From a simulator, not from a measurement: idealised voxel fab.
You're looking at the process module voxel ribs on slabs.
For reference, the cross-section in this document is cut, with width 235 nm and square cells of 5 nm.
Throughout this document, each cross-section is represented as a grid of square cells and is presented as a sequence of bands enumerated from the top downward, where a band comprises one or more rows of cells.
In this notation a band is specified by the heights of its top and bottom, in that order and in nm, after which its materials appear from left to right, each paired with its width in nm. The word "all across" attached to a single material means that material fills the band from edge to edge; the word "air" stands for empty space.
A quick word on heights: they are counted from 0, and under that level the wafer as it came to us is one material throughout. The lowest band is different from the rest in having no bottom; it simply continues downward, written as in "z 0 and below".
A width given as "30->40" starts at the first number in the band's top row and ends at the second number in its bottom row, shifting by an equal amount at every step from row to row.
Given "nothing was modified" for a step, no cell of the cross-section differs between before and after that step.
You'll see "Cavities, sealed" listing empty spaces that have no way open to the top, as long as they're 8 cells or more; the notation is width x height at distance, where the distance is from the left edge, and all of it is in nm.
Whatever follows a step's settings on its line is a remark the simulator itself makes about that step.
overlay nm: right-of-plan distance of the mask on a masked step; negative values mean left-of-plan.

The planned process steps are enumerated hereunder
- 1: RECEIVE,material Si
- 2: DIRECTIONAL_DEP,material SiO2,thk nm 25
- 3: DIRECTIONAL_DEP,material polySi,thk nm 25
- 4: DIRECTIONAL_DEP,material aC,thk nm 10
- 5: PATTERN,tone cover,mask id RIB,material resist,width nm 25,thk nm 25,overlay nm 0
- 6: DIRECTIONAL_ETCH,etch materials aC,depth nm 10
- 7: STRIP,etch materials resist
- 8: DIRECTIONAL_ETCH,etch materials polySi,depth nm 10
- 9: STRIP,etch materials aC
- 10: DIRECTIONAL_DEP,material aC,thk nm 15
- 11: PATTERN,tone cover,mask id SLAB,material resist,width nm 65,thk nm 35,overlay nm 0
- 12: DIRECTIONAL_ETCH,etch materials aC,depth nm 15
- 13: STRIP,etch materials resist
- 14: DIRECTIONAL_ETCH,etch materials polySi,depth nm 15
- 15: STRIP,etch materials aC
- 16: FILL_DEP,material SiO2,thk nm 30
- 17: CMP,height nm 70
- 18: DIRECTIONAL_DEP,material W,thk nm 5
- 19: PATTERN,tone cover,mask id HEATER,material resist,width nm 35,thk nm 15,overlay nm 0
- 20: DIRECTIONAL_ETCH,etch materials W,depth nm 5
- 21: STRIP,etch materials resist
- 22: CONFORMAL_DEP,material SiN,thk nm 5

As-received state of the wafer in cross-section, equivalent to post-step 1
    z 0 and below: Si all across
    Cavities, sealed: none

Cross-section: first of two wafers, module finished, run according to plan
    z 80 to 75: air 95, then SiN 45, then air 95
    z 75 to 70: SiN 100, then W 35, then SiN 100
    z 70 to 50: SiO2 all across
    z 50 to 40: SiO2 105, then polySi 25, then SiO2 105
    z 40 to 25: SiO2 85, then polySi 65, then SiO2 85
    z 25 to 0: SiO2 all across
    z 0 and below: Si all across
    Cavities, sealed: none

Wafer two cross-section, module end. Start and plan unchanged from wafer one; one mistake made during the run
    z 80 to 75: SiN all across
    z 75 to 50: SiO2 all across
    z 50 to 40: SiO2 105, then polySi 25, then SiO2 105
    z 40 to 25: SiO2 85, then polySi 65, then SiO2 85
    z 25 to 0: SiO2 all across
    z 0 and below: Si all across
    Cavities, sealed: none
Plan not followed: step 18 was run on a setting that differed from the plan, and what really ran there is DIRECTIONAL_DEP,material SiO2,thk nm 5
The closing comparison, in cells, has the second wafer with more or fewer of some materials than the first: SiN -2 | SiO2 +47 | W -7
